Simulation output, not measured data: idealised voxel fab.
The following is a process module called voxel plated lines.
Cross-sectional view cut (width: 265 nm; square cell size: 5 nm).
Square cells in a grid make up a cross-section in this document, and the grid is given as bands, listed from the top down, each one or more rows of cells.
A band entry consists of two parts. The first gives the height of the band's top and the height of its bottom, in nm. The rest lists the band's materials from left to right, each with its width in nm. A single material labelled with the word "all across" fills the band from edge to edge, and the word "empty" marks empty space.
Zero point of the height axis is 0; under it, received wafer = one material. Lowest band: continues down indefinitely, "z 0 and below".
Width spec "30 to 40" -> top row of cells at first value, bottom row at second value, equal per-row change in between.
The cross-section has no changed cell in any step marked "no modification".
Entry "Sealed void list" = empty spaces >= 8 cells with no open way to the top; each as width x height at distance, distance from left edge, all nm.
Read whatever lies past the settings on a step's line as the simulator's own remark about the step.
The "overlay nm" setting may appear on a step's line; for a step that uses a mask, it gives how far to the right of its planned position the mask lay, and a negative value indicates the left.

[Process steps (planned)]
1 RECEIVE,material Si
2 CONFORMAL_DEP,material SiN,thk nm 10
3 DIRECTIONAL_DEP,material TiN,thk nm 5
4 PATTERN,tone open,mask id LINES,material resist,width nm 25,pitch nm 50,thk nm 5,overlay nm 0
5 EPI,material Ru,thk nm 10
6 STRIP,etch materials resist
7 DIRECTIONAL_ETCH,etch materials TiN,depth nm 5
8 CONFORMAL_DEP,material SiO2,thk nm 10
For clarity, it should be stated that the wafers under discussion commence in an identical condition and differ with respect to the thk nm of step 4, the plan indicating the value that the first wafer had.

[As-received state after step 1, first of several wafers, cross-section]
- z 0 and below = Si all across
- Sealed void list: none

[Per wafer (row), end of module: delta in cells per material since receipt, (+) for gained, (-) for lost; closed voids after that]
thk nm 5, +36 Ru, +106 SiN, +142 SiO2, +21 TiN, Sealed void list: none
thk nm 10, +30 Ru, +106 SiN, +142 SiO2, +15 TiN, Sealed void list: none
thk nm 15, +30 Ru, +106 SiN, +142 SiO2, +15 TiN, Sealed void list: none
thk nm 20, +30 Ru, +106 SiN, +142 SiO2, +15 TiN, Sealed void list: none
thk nm 25, +30 Ru, +106 SiN, +142 SiO2, +15 TiN, Sealed void list: none
thk nm 30, +30 Ru, +106 SiN, +142 SiO2, +15 TiN, Sealed void list: none
